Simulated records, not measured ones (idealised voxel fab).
process module | voxel self aligned vias
cross-section cut | 255 nm wide | cells 5 nm
A cross-section is a grid of square cells, given in bands from the top down. A band is one or more rows of cells.
Each band's line starts with the height of the band's top and of its bottom, in nm. Then come its materials from left to right, each with its width in nm. One material with "throughout" fills the band from edge to edge. "air" is empty space.
Height 0 is the level under which the wafer as received is all one material. The lowest band goes on downwards, as in "0 down".
A width such as "30 to 40" changes by the same amount from each row of cells to the next, from the band's top row to its bottom row.
"no change" after a step means that no cell of the cross-section changed.
closed voids: empty space of 8 cells or more with no open way to the top, each as width x height at its distance from the left edge, in nm
after a step's settings: what the simulator itself notes on the step
overlay nm, on a step with a mask: how far to the right of its planned place the mask lay; to the left if negative
Each pair below shows a cross-section before one step and the cross-section after it, down to the lowest band that changed. The line under each pair gives the step between them, with its settings. The pairs can come from different runs of this module on the same starting wafer, so a pair continues from the pair above only where its "before" says so.
before
  0 down: Si throughout
  closed voids: none
after
  15 to 0: SiO2 throughout
  below 0: unchanged
  closed voids: none
the step between: op CONFORMAL_DEP | material SiO2 | thk nm 15
before: the cross-section after the pair above
after
  20 to 15: SiCN throughout
  below 15: unchanged
  closed voids: none
the step between: op CONFORMAL_DEP | material SiCN | thk nm 5
before: the cross-section after the pair above
after
  45 to 20: SiO2 throughout
  below 20: unchanged
  closed voids: none
the step between: op DIRECTIONAL_DEP | material SiO2 | thk nm 25
before: the cross-section after the pair above
after
  65 to 45: resist 50 | air 25 | resist 40 | air 25 | resist 40 | air 25 | resist 50
  below 45: unchanged
  closed voids: none
the step between: op PATTERN | tone open | mask id LINES | material resist | width nm 25 | pitch nm 65 | thk nm 20 | overlay nm 0
before: the cross-section after the pair above
after
  65 to 45: resist 50 | air 25 | resist 40 | air 25 | resist 40 | air 25 | resist 50
  45 to 20: SiO2 50 | air 25 | SiO2 40 | air 25 | SiO2 40 | air 25 | SiO2 50
  below 20: unchanged
  closed voids: none
the step between: op DIRECTIONAL_ETCH | etch materials SiO2 | depth nm 25
before: the cross-section after the pair above
after
  45 to 20: SiO2 50 | air 25 | SiO2 40 | air 25 | SiO2 40 | air 25 | SiO2 50
  below 20: unchanged
  closed voids: none
the step between: op STRIP | etch materials resist
before: the cross-section after the pair above
after
  50 to 45: TiN 55 | air 15 | TiN 50 | air 15 | TiN 50 | air 15 | TiN 55
  45 to 25: SiO2 50 | TiN 5 | air 15 | TiN 5 | SiO2 40 | TiN 5 | air 15 | TiN 5 | SiO2 40 | TiN 5 | air 15 | TiN 5 | SiO2 50
  25 to 20: SiO2 50 | TiN 25 | SiO2 40 | TiN 25 | SiO2 40 | TiN 25 | SiO2 50
  below 20: unchanged
  closed voids: none
the step between: op CONFORMAL_DEP | material TiN | thk nm 5
before: the cross-section after the pair above
after
  60 to 50: W throughout
  50 to 45: TiN 55 | W 15 | TiN 50 | W 15 | TiN 50 | W 15 | TiN 55
  45 to 25: SiO2 50 | TiN 5 | W 15 | TiN 5 | SiO2 40 | TiN 5 | W 15 | TiN 5 | SiO2 40 | TiN 5 | W 15 | TiN 5 | SiO2 50
  below 25: unchanged
  closed voids: none
the step between: op FILL_DEP | material W | thk nm 10
before: the cross-section after the pair above
after
  45 to 25: SiO2 50 | TiN 5 | W 15 | TiN 5 | SiO2 40 | TiN 5 | W 15 | TiN 5 | SiO2 40 | TiN 5 | W 15 | TiN 5 | SiO2 50
  below 25: unchanged
  closed voids: none
the step between: op CMP | height nm 45
before: the cross-section after the pair above
after
  45 to 40: SiO2 50 | air 25 | SiO2 40 | air 25 | SiO2 40 | air 25 | SiO2 50
  below 40: unchanged
  closed voids: none
the step between: op SELECTIVE_ETCH | etch materials W Ru TiN | depth nm 5
before: the cross-section after the pair above
after
  55 to 45: SiN throughout
  45 to 40: SiO2 50 | SiN 25 | SiO2 40 | SiN 25 | SiO2 40 | SiN 25 | SiO2 50
  below 40: unchanged
  closed voids: none
the step between: op FILL_DEP | material SiN | thk nm 10
before: the cross-section after the pair above
after
  45 to 40: SiO2 50 | SiN 25 | SiO2 40 | SiN 25 | SiO2 40 | SiN 25 | SiO2 50
  below 40: unchanged
  closed voids: none
the step between: op CMP | height nm 45
before: the cross-section after the pair above
after
  65 to 45: SiO2 throughout
  below 45: unchanged
  closed voids: none
the step between: op DIRECTIONAL_DEP | material SiO2 | thk nm 20
before: the cross-section after the pair above
after
  80 to 65: aC throughout
  below 65: unchanged
  closed voids: none
the step between: op DIRECTIONAL_DEP | material aC | thk nm 15
before: the cross-section after the pair above
after
  110 to 80: resist 40 | air 45 | resist 20 | air 45 | resist 20 | air 45 | resist 40
  below 80: unchanged
  closed voids: none
the step between: op PATTERN | tone open | mask id VIAS | material resist | width nm 45 | pitch nm 65 | thk nm 30 | overlay nm 0
before: the cross-section after the pair above
after
  95 to 80: resist 40 | air 45 | resist 20 | air 45 | resist 20 | air 45 | resist 40
  80 to 65: aC 40 | air 45 | aC 20 | air 45 | aC 20 | air 45 | aC 40
  below 65: unchanged
  closed voids: none
the step between: op DIRECTIONAL_ETCH | etch materials aC | depth nm 15
before: the cross-section after the pair above
after
  80 to 65: aC 40 | air 45 | aC 20 | air 45 | aC 20 | air 45 | aC 40
  below 65: unchanged
  closed voids: none
the step between: op STRIP | etch materials resist
before: the cross-section after the pair above
after
  80 to 65: aC 40 | air 45 | aC 20 | air 45 | aC 20 | air 45 | aC 40
  65 to 45: SiO2 40 | air 45 | SiO2 20 | air 45 | SiO2 20 | air 45 | SiO2 40
  below 45: unchanged
  closed voids: none
the step between: op DIRECTIONAL_ETCH | etch materials SiO2 | depth nm 20
before: the cross-section after the pair above
after
  80 to 65: aC 40 | air 45 | aC 20 | air 45 | aC 20 | air 45 | aC 40
  65 to 45: SiO2 40 | air 45 | SiO2 20 | air 45 | SiO2 20 | air 45 | SiO2 40
  45 to 40: SiO2 50 | air 25 | SiO2 40 | air 25 | SiO2 40 | air 25 | SiO2 50
  below 40: unchanged
  closed voids: none
the step between: op DIRECTIONAL_ETCH | etch materials SiN | depth nm 5
before: the cross-section after the pair above
after
  65 to 45: SiO2 40 | air 45 | SiO2 20 | air 45 | SiO2 20 | air 45 | SiO2 40
  below 45: unchanged
  closed voids: none
the step between: op STRIP | etch materials aC
before: the cross-section after the pair above
after
  70 to 65: TiN 45 | air 35 | TiN 30 | air 35 | TiN 30 | air 35 | TiN 45
  65 to 50: SiO2 40 | TiN 5 | air 35 | TiN 5 | SiO2 20 | TiN 5 | air 35 | TiN 5 | SiO2 20 | TiN 5 | air 35 | TiN 5 | SiO2 40
  50 to 45: SiO2 40 | TiN 15 | air 15 | TiN 15 | SiO2 20 | TiN 15 | air 15 | TiN 15 | SiO2 20 | TiN 15 | air 15 | TiN 15 | SiO2 40
  45 to 40: SiO2 50 | TiN 25 | SiO2 40 | TiN 25 | SiO2 40 | TiN 25 | SiO2 50
  below 40: unchanged
  closed voids: none
the step between: op CONFORMAL_DEP | material TiN | thk nm 5
before: the cross-section after the pair above
after
  75 to 70: W throughout
  70 to 65: TiN 45 | W 35 | TiN 30 | W 35 | TiN 30 | W 35 | TiN 45
  65 to 50: SiO2 40 | TiN 5 | W 35 | TiN 5 | SiO2 20 | TiN 5 | W 35 | TiN 5 | SiO2 20 | TiN 5 | W 35 | TiN 5 | SiO2 40
  50 to 45: SiO2 40 | TiN 15 | W 15 | TiN 15 | SiO2 20 | TiN 15 | W 15 | TiN 15 | SiO2 20 | TiN 15 | W 15 | TiN 15 | SiO2 40
  below 45: unchanged
  closed voids: none
the step between: op FILL_DEP | material W | thk nm 5
before: the cross-section after the pair above
after
  65 to 50: SiO2 40 | TiN 5 | W 35 | TiN 5 | SiO2 20 | TiN 5 | W 35 | TiN 5 | SiO2 20 | TiN 5 | W 35 | TiN 5 | SiO2 40
  below 50: unchanged
  closed voids: none
the step between: op CMP | height nm 65
before: the cross-section after the pair above
after
  70 to 65: SiN throughout
  below 65: unchanged
  closed voids: none
the step between: op CONFORMAL_DEP | material SiN | thk nm 5
before
  15 to 0: SiO2 throughout
  0 down: Si throughout
  closed voids: none
after
  40 to 0: SiO2 throughout
  below 0: unchanged
  closed voids: none
the step between: op DIRECTIONAL_DEP | material SiO2 | thk nm 25
before: the cross-section after the pair above
after
  60 to 40: resist 50 | air 25 | resist 40 | air 25 | resist 40 | air 25 | resist 50
  below 40: unchanged
  closed voids: none
the step between: op PATTERN | tone open | mask id LINES | material resist | width nm 25 | pitch nm 65 | thk nm 20 | overlay nm 0
before: the cross-section after the pair above
after
  60 to 40: resist 50 | air 25 | resist 40 | air 25 | resist 40 | air 25 | resist 50
  40 to 15: SiO2 50 | air 25 | SiO2 40 | air 25 | SiO2 40 | air 25 | SiO2 50
  below 15: unchanged
  closed voids: none
the step between: op DIRECTIONAL_ETCH | etch materials SiO2 | depth nm 25
before: the cross-section after the pair above
after
  40 to 15: SiO2 50 | air 25 | SiO2 40 | air 25 | SiO2 40 | air 25 | SiO2 50
  below 15: unchanged
  closed voids: none
the step between: op STRIP | etch materials resist
before: the cross-section after the pair above
after
  45 to 40: TiN 55 | air 15 | TiN 50 | air 15 | TiN 50 | air 15 | TiN 55
  40 to 20: SiO2 50 | TiN 5 | air 15 | TiN 5 | SiO2 40 | TiN 5 | air 15 | TiN 5 | SiO2 40 | TiN 5 | air 15 | TiN 5 | SiO2 50
  20 to 15: SiO2 50 | TiN 25 | SiO2 40 | TiN 25 | SiO2 40 | TiN 25 | SiO2 50
  below 15: unchanged
  closed voids: none
the step between: op CONFORMAL_DEP | material TiN | thk nm 5
before: the cross-section after the pair above
after
  55 to 45: W throughout
  45 to 40: TiN 55 | W 15 | TiN 50 | W 15 | TiN 50 | W 15 | TiN 55
  40 to 20: SiO2 50 | TiN 5 | W 15 | TiN 5 | SiO2 40 | TiN 5 | W 15 | TiN 5 | SiO2 40 | TiN 5 | W 15 | TiN 5 | SiO2 50
  below 20: unchanged
  closed voids: none
the step between: op FILL_DEP | material W | thk nm 10
before: the cross-section after the pair above
after
  45 to 40: TiN 55 | W 15 | TiN 50 | W 15 | TiN 50 | W 15 | TiN 55
  below 40: unchanged
  closed voids: none
the step between: op CMP | height nm 45
before: the cross-section after the pair above
after
  40 to 20: SiO2 50 | TiN 5 | W 15 | TiN 5 | SiO2 40 | TiN 5 | W 15 | TiN 5 | SiO2 40 | TiN 5 | W 15 | TiN 5 | SiO2 50
  below 20: unchanged
  closed voids: none
the step between: op SELECTIVE_ETCH | etch materials W Ru TiN | depth nm 5
before: the cross-section after the pair above
after
  50 to 40: SiN throughout
  below 40: unchanged
  closed voids: none
the step between: op FILL_DEP | material SiN | thk nm 10
before: the cross-section after the pair above
after
  45 to 40: SiN throughout
  below 40: unchanged
  closed voids: none
the step between: op CMP | height nm 45
before: the cross-section after the pair above
after
  65 to 45: SiO2 throughout
  below 45: unchanged
  closed voids: none
the step between: op DIRECTIONAL_DEP | material SiO2 | thk nm 20
before: the cross-section after the pair above
after
  80 to 65: aC throughout
  below 65: unchanged
  closed voids: none
the step between: op DIRECTIONAL_DEP | material aC | thk nm 15
before: the cross-section after the pair above
after
  110 to 80: resist 40 | air 45 | resist 20 | air 45 | resist 20 | air 45 | resist 40
  below 80: unchanged
  closed voids: none
the step between: op PATTERN | tone open | mask id VIAS | material resist | width nm 45 | pitch nm 65 | thk nm 30 | overlay nm 0
before: the cross-section after the pair above
after
  95 to 80: resist 40 | air 45 | resist 20 | air 45 | resist 20 | air 45 | resist 40
  80 to 65: aC 40 | air 45 | aC 20 | air 45 | aC 20 | air 45 | aC 40
  below 65: unchanged
  closed voids: none
the step between: op DIRECTIONAL_ETCH | etch materials aC | depth nm 15
before: the cross-section after the pair above
after
  80 to 65: aC 40 | air 45 | aC 20 | air 45 | aC 20 | air 45 | aC 40
  below 65: unchanged
  closed voids: none
the step between: op STRIP | etch materials resist
before: the cross-section after the pair above
after
  80 to 65: aC 40 | air 45 | aC 20 | air 45 | aC 20 | air 45 | aC 40
  65 to 45: SiO2 40 | air 45 | SiO2 20 | air 45 | SiO2 20 | air 45 | SiO2 40
  below 45: unchanged
  closed voids: none
the step between: op DIRECTIONAL_ETCH | etch materials SiO2 | depth nm 20
before: the cross-section after the pair above
after
  80 to 65: aC 40 | air 45 | aC 20 | air 45 | aC 20 | air 45 | aC 40
  65 to 45: SiO2 40 | air 45 | SiO2 20 | air 45 | SiO2 20 | air 45 | SiO2 40
  45 to 40: SiN 40 | air 45 | SiN 20 | air 45 | SiN 20 | air 45 | SiN 40
  below 40: unchanged
  closed voids: none
the step between: op DIRECTIONAL_ETCH | etch materials SiN | depth nm 5
before: the cross-section after the pair above
after
  65 to 45: SiO2 40 | air 45 | SiO2 20 | air 45 | SiO2 20 | air 45 | SiO2 40
  below 45: unchanged
  closed voids: none
the step between: op STRIP | etch materials aC
before: the cross-section after the pair above
after
  70 to 65: TiN 45 | air 35 | TiN 30 | air 35 | TiN 30 | air 35 | TiN 45
  65 to 45: SiO2 40 | TiN 5 | air 35 | TiN 5 | SiO2 20 | TiN 5 | air 35 | TiN 5 | SiO2 20 | TiN 5 | air 35 | TiN 5 | SiO2 40
  45 to 40: SiN 40 | TiN 45 | SiN 20 | TiN 45 | SiN 20 | TiN 45 | SiN 40
  below 40: unchanged
  closed voids: none
the step between: op CONFORMAL_DEP | material TiN | thk nm 5
before: the cross-section after the pair above
after
  75 to 70: W throughout
  70 to 65: TiN 45 | W 35 | TiN 30 | W 35 | TiN 30 | W 35 | TiN 45
  65 to 45: SiO2 40 | TiN 5 | W 35 | TiN 5 | SiO2 20 | TiN 5 | W 35 | TiN 5 | SiO2 20 | TiN 5 | W 35 | TiN 5 | SiO2 40
  below 45: unchanged
  closed voids: none
the step between: op FILL_DEP | material W | thk nm 5
before: the cross-section after the pair above
after
  65 to 45: SiO2 40 | TiN 5 | W 35 | TiN 5 | SiO2 20 | TiN 5 | W 35 | TiN 5 | SiO2 20 | TiN 5 | W 35 | TiN 5 | SiO2 40
  below 45: unchanged
  closed voids: none
the step between: op CMP | height nm 65
before: the cross-section after the pair above
after
  70 to 65: SiN throughout
  below 65: unchanged
  closed voids: none
the step between: op CONFORMAL_DEP | material SiN | thk nm 5
before
  15 to 0: SiO2 throughout
  0 down: Si throughout
  closed voids: none
after
  30 to 0: SiO2 throughout
  below 0: unchanged
  closed voids: none
the step between: op CONFORMAL_DEP | material SiO2 | thk nm 15
before: the cross-section after the pair above
after
  35 to 30: SiCN throughout
  below 30: unchanged
  closed voids: none
the step between: op CONFORMAL_DEP | material SiCN | thk nm 5
before: the cross-section after the pair above
after
  60 to 35: SiO2 throughout
  below 35: unchanged
  closed voids: none
the step between: op DIRECTIONAL_DEP | material SiO2 | thk nm 25
before: the cross-section after the pair above
after
  80 to 60: resist 50 | air 25 | resist 40 | air 25 | resist 40 | air 25 | resist 50
  below 60: unchanged
  closed voids: none
the step between: op PATTERN | tone open | mask id LINES | material resist | width nm 25 | pitch nm 65 | thk nm 20 | overlay nm 0
before: the cross-section after the pair above
after
  80 to 60: resist 50 | air 25 | resist 40 | air 25 | resist 40 | air 25 | resist 50
  60 to 35: SiO2 50 | air 25 | SiO2 40 | air 25 | SiO2 40 | air 25 | SiO2 50
  below 35: unchanged
  closed voids: none
the step between: op DIRECTIONAL_ETCH | etch materials SiO2 | depth nm 25
before: the cross-section after the pair above
after
  60 to 35: SiO2 50 | air 25 | SiO2 40 | air 25 | SiO2 40 | air 25 | SiO2 50
  below 35: unchanged
  closed voids: none
the step between: op STRIP | etch materials resist
before: the cross-section after the pair above
after
  65 to 60: TiN 55 | air 15 | TiN 50 | air 15 | TiN 50 | air 15 | TiN 55
  60 to 40: SiO2 50 | TiN 5 | air 15 | TiN 5 | SiO2 40 | TiN 5 | air 15 | TiN 5 | SiO2 40 | TiN 5 | air 15 | TiN 5 | SiO2 50
  40 to 35: SiO2 50 | TiN 25 | SiO2 40 | TiN 25 | SiO2 40 | TiN 25 | SiO2 50
  below 35: unchanged
  closed voids: none
the step between: op CONFORMAL_DEP | material TiN | thk nm 5
before: the cross-section after the pair above
after
  75 to 65: W throughout
  65 to 60: TiN 55 | W 15 | TiN 50 | W 15 | TiN 50 | W 15 | TiN 55
  60 to 40: SiO2 50 | TiN 5 | W 15 | TiN 5 | SiO2 40 | TiN 5 | W 15 | TiN 5 | SiO2 40 | TiN 5 | W 15 | TiN 5 | SiO2 50
  below 40: unchanged
  closed voids: none
the step between: op FILL_DEP | material W | thk nm 10
before: the cross-section after the pair above
after
  45 to 40: SiO2 50 | TiN 5 | W 15 | TiN 5 | SiO2 40 | TiN 5 | W 15 | TiN 5 | SiO2 40 | TiN 5 | W 15 | TiN 5 | SiO2 50
  below 40: unchanged
  closed voids: none
the step between: op CMP | height nm 45
before: the cross-section after the pair above
after
  45 to 40: SiO2 50 | air 25 | SiO2 40 | air 25 | SiO2 40 | air 25 | SiO2 50
  below 40: unchanged
  closed voids: none
the step between: op SELECTIVE_ETCH | etch materials W Ru TiN | depth nm 5
before: the cross-section after the pair above
after
  55 to 45: SiN throughout
  45 to 40: SiO2 50 | SiN 25 | SiO2 40 | SiN 25 | SiO2 40 | SiN 25 | SiO2 50
  below 40: unchanged
  closed voids: none
the step between: op FILL_DEP | material SiN | thk nm 10
before: the cross-section after the pair above
after
  45 to 40: SiO2 50 | SiN 25 | SiO2 40 | SiN 25 | SiO2 40 | SiN 25 | SiO2 50
  below 40: unchanged
  closed voids: none
the step between: op CMP | height nm 45
before: the cross-section after the pair above
after
  65 to 45: SiO2 throughout
  below 45: unchanged
  closed voids: none
the step between: op DIRECTIONAL_DEP | material SiO2 | thk nm 20
before: the cross-section after the pair above
after
  80 to 65: aC throughout
  below 65: unchanged
  closed voids: none
the step between: op DIRECTIONAL_DEP | material aC | thk nm 15
before: the cross-section after the pair above
after
  110 to 80: resist 40 | air 45 | resist 20 | air 45 | resist 20 | air 45 | resist 40
  below 80: unchanged
  closed voids: none
the step between: op PATTERN | tone open | mask id VIAS | material resist | width nm 45 | pitch nm 65 | thk nm 30 | overlay nm 0
before: the cross-section after the pair above
after
  95 to 80: resist 40 | air 45 | resist 20 | air 45 | resist 20 | air 45 | resist 40
  80 to 65: aC 40 | air 45 | aC 20 | air 45 | aC 20 | air 45 | aC 40
  below 65: unchanged
  closed voids: none
the step between: op DIRECTIONAL_ETCH | etch materials aC | depth nm 15
before: the cross-section after the pair above
after
  80 to 65: aC 40 | air 45 | aC 20 | air 45 | aC 20 | air 45 | aC 40
  below 65: unchanged
  closed voids: none
the step between: op STRIP | etch materials resist
before: the cross-section after the pair above
after
  80 to 65: aC 40 | air 45 | aC 20 | air 45 | aC 20 | air 45 | aC 40
  65 to 45: SiO2 40 | air 45 | SiO2 20 | air 45 | SiO2 20 | air 45 | SiO2 40
  below 45: unchanged
  closed voids: none
the step between: op DIRECTIONAL_ETCH | etch materials SiO2 | depth nm 20
before: the cross-section after the pair above
after
  80 to 65: aC 40 | air 45 | aC 20 | air 45 | aC 20 | air 45 | aC 40
  65 to 45: SiO2 40 | air 45 | SiO2 20 | air 45 | SiO2 20 | air 45 | SiO2 40
  45 to 40: SiO2 50 | air 25 | SiO2 40 | air 25 | SiO2 40 | air 25 | SiO2 50
  below 40: unchanged
  closed voids: none
the step between: op DIRECTIONAL_ETCH | etch materials SiN | depth nm 5
before: the cross-section after the pair above
after
  65 to 45: SiO2 40 | air 45 | SiO2 20 | air 45 | SiO2 20 | air 45 | SiO2 40
  below 45: unchanged
  closed voids: none
the step between: op STRIP | etch materials aC
before: the cross-section after the pair above
after
  70 to 65: TiN 45 | air 35 | TiN 30 | air 35 | TiN 30 | air 35 | TiN 45
  65 to 50: SiO2 40 | TiN 5 | air 35 | TiN 5 | SiO2 20 | TiN 5 | air 35 | TiN 5 | SiO2 20 | TiN 5 | air 35 | TiN 5 | SiO2 40
  50 to 45: SiO2 40 | TiN 15 | air 15 | TiN 15 | SiO2 20 | TiN 15 | air 15 | TiN 15 | SiO2 20 | TiN 15 | air 15 | TiN 15 | SiO2 40
  45 to 35: SiO2 50 | TiN 25 | SiO2 40 | TiN 25 | SiO2 40 | TiN 25 | SiO2 50
  below 35: unchanged
  closed voids: none
the step between: op CONFORMAL_DEP | material TiN | thk nm 5
before: the cross-section after the pair above
after
  75 to 70: W throughout
  70 to 65: TiN 45 | W 35 | TiN 30 | W 35 | TiN 30 | W 35 | TiN 45
  65 to 50: SiO2 40 | TiN 5 | W 35 | TiN 5 | SiO2 20 | TiN 5 | W 35 | TiN 5 | SiO2 20 | TiN 5 | W 35 | TiN 5 | SiO2 40
  50 to 45: SiO2 40 | TiN 15 | W 15 | TiN 15 | SiO2 20 | TiN 15 | W 15 | TiN 15 | SiO2 20 | TiN 15 | W 15 | TiN 15 | SiO2 40
  below 45: unchanged
  closed voids: none
the step between: op FILL_DEP | material W | thk nm 5
before: the cross-section after the pair above
after
  65 to 50: SiO2 40 | TiN 5 | W 35 | TiN 5 | SiO2 20 | TiN 5 | W 35 | TiN 5 | SiO2 20 | TiN 5 | W 35 | TiN 5 | SiO2 40
  below 50: unchanged
  closed voids: none
the step between: op CMP | height nm 65
before: the cross-section after the pair above
after
  70 to 65: SiN throughout
  below 65: unchanged
  closed voids: none
the step between: op CONFORMAL_DEP | material SiN | thk nm 5
before
  0 down: Si throughout
  closed voids: none
after
  5 to 0: SiCN throughout
  below 0: unchanged
  closed voids: none
the step between: op CONFORMAL_DEP | material SiCN | thk nm 5
before: the cross-section after the pair above
after
  20 to 5: SiO2 throughout
  below 5: unchanged
  closed voids: none
the step between: op CONFORMAL_DEP | material SiO2 | thk nm 15
before: the cross-section after the pair above
after
  45 to 5: SiO2 throughout
  below 5: unchanged
  closed voids: none
the step between: op DIRECTIONAL_DEP | material SiO2 | thk nm 25
before: the cross-section after the pair above
after
  65 to 45: resist 50 | air 25 | resist 40 | air 25 | resist 40 | air 25 | resist 50
  below 45: unchanged
  closed voids: none
the step between: op PATTERN | tone open | mask id LINES | material resist | width nm 25 | pitch nm 65 | thk nm 20 | overlay nm 0
before: the cross-section after the pair above
after
  65 to 45: resist 50 | air 25 | resist 40 | air 25 | resist 40 | air 25 | resist 50
  45 to 20: SiO2 50 | air 25 | SiO2 40 | air 25 | SiO2 40 | air 25 | SiO2 50
  below 20: unchanged
  closed voids: none
the step between: op DIRECTIONAL_ETCH | etch materials SiO2 | depth nm 25
before: the cross-section after the pair above
after
  45 to 20: SiO2 50 | air 25 | SiO2 40 | air 25 | SiO2 40 | air 25 | SiO2 50
  below 20: unchanged
  closed voids: none
the step between: op STRIP | etch materials resist
before: the cross-section after the pair above
after
  50 to 45: TiN 55 | air 15 | TiN 50 | air 15 | TiN 50 | air 15 | TiN 55
  45 to 25: SiO2 50 | TiN 5 | air 15 | TiN 5 | SiO2 40 | TiN 5 | air 15 | TiN 5 | SiO2 40 | TiN 5 | air 15 | TiN 5 | SiO2 50
  25 to 20: SiO2 50 | TiN 25 | SiO2 40 | TiN 25 | SiO2 40 | TiN 25 | SiO2 50
  below 20: unchanged
  closed voids: none
the step between: op CONFORMAL_DEP | material TiN | thk nm 5
before: the cross-section after the pair above
after
  60 to 50: W throughout
  50 to 45: TiN 55 | W 15 | TiN 50 | W 15 | TiN 50 | W 15 | TiN 55
  45 to 25: SiO2 50 | TiN 5 | W 15 | TiN 5 | SiO2 40 | TiN 5 | W 15 | TiN 5 | SiO2 40 | TiN 5 | W 15 | TiN 5 | SiO2 50
  below 25: unchanged
  closed voids: none
the step between: op FILL_DEP | material W | thk nm 10
before: the cross-section after the pair above
after
  45 to 25: SiO2 50 | TiN 5 | W 15 | TiN 5 | SiO2 40 | TiN 5 | W 15 | TiN 5 | SiO2 40 | TiN 5 | W 15 | TiN 5 | SiO2 50
  below 25: unchanged
  closed voids: none
the step between: op CMP | height nm 45
before: the cross-section after the pair above
after
  45 to 40: SiO2 50 | air 25 | SiO2 40 | air 25 | SiO2 40 | air 25 | SiO2 50
  below 40: unchanged
  closed voids: none
the step between: op SELECTIVE_ETCH | etch materials W Ru TiN | depth nm 5
before: the cross-section after the pair above
after
  55 to 45: SiN throughout
  45 to 40: SiO2 50 | SiN 25 | SiO2 40 | SiN 25 | SiO2 40 | SiN 25 | SiO2 50
  below 40: unchanged
  closed voids: none
the step between: op FILL_DEP | material SiN | thk nm 10
before: the cross-section after the pair above
after
  45 to 40: SiO2 50 | SiN 25 | SiO2 40 | SiN 25 | SiO2 40 | SiN 25 | SiO2 50
  below 40: unchanged
  closed voids: none
the step between: op CMP | height nm 45
before: the cross-section after the pair above
after
  65 to 45: SiO2 throughout
  below 45: unchanged
  closed voids: none
the step between: op DIRECTIONAL_DEP | material SiO2 | thk nm 20
before: the cross-section after the pair above
after
  80 to 65: aC throughout
  below 65: unchanged
  closed voids: none
the step between: op DIRECTIONAL_DEP | material aC | thk nm 15
before: the cross-section after the pair above
after
  110 to 80: resist 40 | air 45 | resist 20 | air 45 | resist 20 | air 45 | resist 40
  below 80: unchanged
  closed voids: none
the step between: op PATTERN | tone open | mask id VIAS | material resist | width nm 45 | pitch nm 65 | thk nm 30 | overlay nm 0
before: the cross-section after the pair above
after
  95 to 80: resist 40 | air 45 | resist 20 | air 45 | resist 20 | air 45 | resist 40
  80 to 65: aC 40 | air 45 | aC 20 | air 45 | aC 20 | air 45 | aC 40
  below 65: unchanged
  closed voids: none
the step between: op DIRECTIONAL_ETCH | etch materials aC | depth nm 15
before: the cross-section after the pair above
after
  80 to 65: aC 40 | air 45 | aC 20 | air 45 | aC 20 | air 45 | aC 40
  below 65: unchanged
  closed voids: none
the step between: op STRIP | etch materials resist
before: the cross-section after the pair above
after
  80 to 65: aC 40 | air 45 | aC 20 | air 45 | aC 20 | air 45 | aC 40
  65 to 45: SiO2 40 | air 45 | SiO2 20 | air 45 | SiO2 20 | air 45 | SiO2 40
  below 45: unchanged
  closed voids: none
the step between: op DIRECTIONAL_ETCH | etch materials SiO2 | depth nm 20
before: the cross-section after the pair above
after
  80 to 65: aC 40 | air 45 | aC 20 | air 45 | aC 20 | air 45 | aC 40
  65 to 45: SiO2 40 | air 45 | SiO2 20 | air 45 | SiO2 20 | air 45 | SiO2 40
  45 to 40: SiO2 50 | air 25 | SiO2 40 | air 25 | SiO2 40 | air 25 | SiO2 50
  below 40: unchanged
  closed voids: none
the step between: op DIRECTIONAL_ETCH | etch materials SiN | depth nm 5
before: the cross-section after the pair above
after
  65 to 45: SiO2 40 | air 45 | SiO2 20 | air 45 | SiO2 20 | air 45 | SiO2 40
  below 45: unchanged
  closed voids: none
the step between: op STRIP | etch materials aC
before: the cross-section after the pair above
after
  70 to 65: TiN 45 | air 35 | TiN 30 | air 35 | TiN 30 | air 35 | TiN 45
  65 to 50: SiO2 40 | TiN 5 | air 35 | TiN 5 | SiO2 20 | TiN 5 | air 35 | TiN 5 | SiO2 20 | TiN 5 | air 35 | TiN 5 | SiO2 40
  50 to 45: SiO2 40 | TiN 15 | air 15 | TiN 15 | SiO2 20 | TiN 15 | air 15 | TiN 15 | SiO2 20 | TiN 15 | air 15 | TiN 15 | SiO2 40
  45 to 40: SiO2 50 | TiN 25 | SiO2 40 | TiN 25 | SiO2 40 | TiN 25 | SiO2 50
  below 40: unchanged
  closed voids: none
the step between: op CONFORMAL_DEP | material TiN | thk nm 5
before: the cross-section after the pair above
after
  75 to 70: W throughout
  70 to 65: TiN 45 | W 35 | TiN 30 | W 35 | TiN 30 | W 35 | TiN 45
  65 to 50: SiO2 40 | TiN 5 | W 35 | TiN 5 | SiO2 20 | TiN 5 | W 35 | TiN 5 | SiO2 20 | TiN 5 | W 35 | TiN 5 | SiO2 40
  50 to 45: SiO2 40 | TiN 15 | W 15 | TiN 15 | SiO2 20 | TiN 15 | W 15 | TiN 15 | SiO2 20 | TiN 15 | W 15 | TiN 15 | SiO2 40
  below 45: unchanged
  closed voids: none
the step between: op FILL_DEP | material W | thk nm 5
before: the cross-section after the pair above
after
  65 to 50: SiO2 40 | TiN 5 | W 35 | TiN 5 | SiO2 20 | TiN 5 | W 35 | TiN 5 | SiO2 20 | TiN 5 | W 35 | TiN 5 | SiO2 40
  below 50: unchanged
  closed voids: none
the step between: op CMP | height nm 65
before: the cross-section after the pair above
after
  70 to 65: SiN throughout
  below 65: unchanged
  closed voids: none
the step between: op CONFORMAL_DEP | material SiN | thk nm 5
before
  0 down: Si throughout
  closed voids: none
after
  20 to 0: SiO2 throughout
  below 0: unchanged
  closed voids: none
the step between: op CONFORMAL_DEP | material SiO2 | thk nm 20
before: the cross-section after the pair above
after
  25 to 20: SiCN throughout
  below 20: unchanged
  closed voids: none
the step between: op CONFORMAL_DEP | material SiCN | thk nm 5
before: the cross-section after the pair above
after
  50 to 25: SiO2 throughout
  below 25: unchanged
  closed voids: none
the step between: op DIRECTIONAL_DEP | material SiO2 | thk nm 25
before: the cross-section after the pair above
after
  70 to 50: resist 50 | air 25 | resist 40 | air 25 | resist 40 | air 25 | resist 50
  below 50: unchanged
  closed voids: none
the step between: op PATTERN | tone open | mask id LINES | material resist | width nm 25 | pitch nm 65 | thk nm 20 | overlay nm 0
before: the cross-section after the pair above
after
  70 to 50: resist 50 | air 25 | resist 40 | air 25 | resist 40 | air 25 | resist 50
  50 to 25: SiO2 50 | air 25 | SiO2 40 | air 25 | SiO2 40 | air 25 | SiO2 50
  below 25: unchanged
  closed voids: none
the step between: op DIRECTIONAL_ETCH | etch materials SiO2 | depth nm 25
before: the cross-section after the pair above
after
  50 to 25: SiO2 50 | air 25 | SiO2 40 | air 25 | SiO2 40 | air 25 | SiO2 50
  below 25: unchanged
  closed voids: none
the step between: op STRIP | etch materials resist
before: the cross-section after the pair above
after
  55 to 50: TiN 55 | air 15 | TiN 50 | air 15 | TiN 50 | air 15 | TiN 55
  50 to 30: SiO2 50 | TiN 5 | air 15 | TiN 5 | SiO2 40 | TiN 5 | air 15 | TiN 5 | SiO2 40 | TiN 5 | air 15 | TiN 5 | SiO2 50
  30 to 25: SiO2 50 | TiN 25 | SiO2 40 | TiN 25 | SiO2 40 | TiN 25 | SiO2 50
  below 25: unchanged
  closed voids: none
the step between: op CONFORMAL_DEP | material TiN | thk nm 5
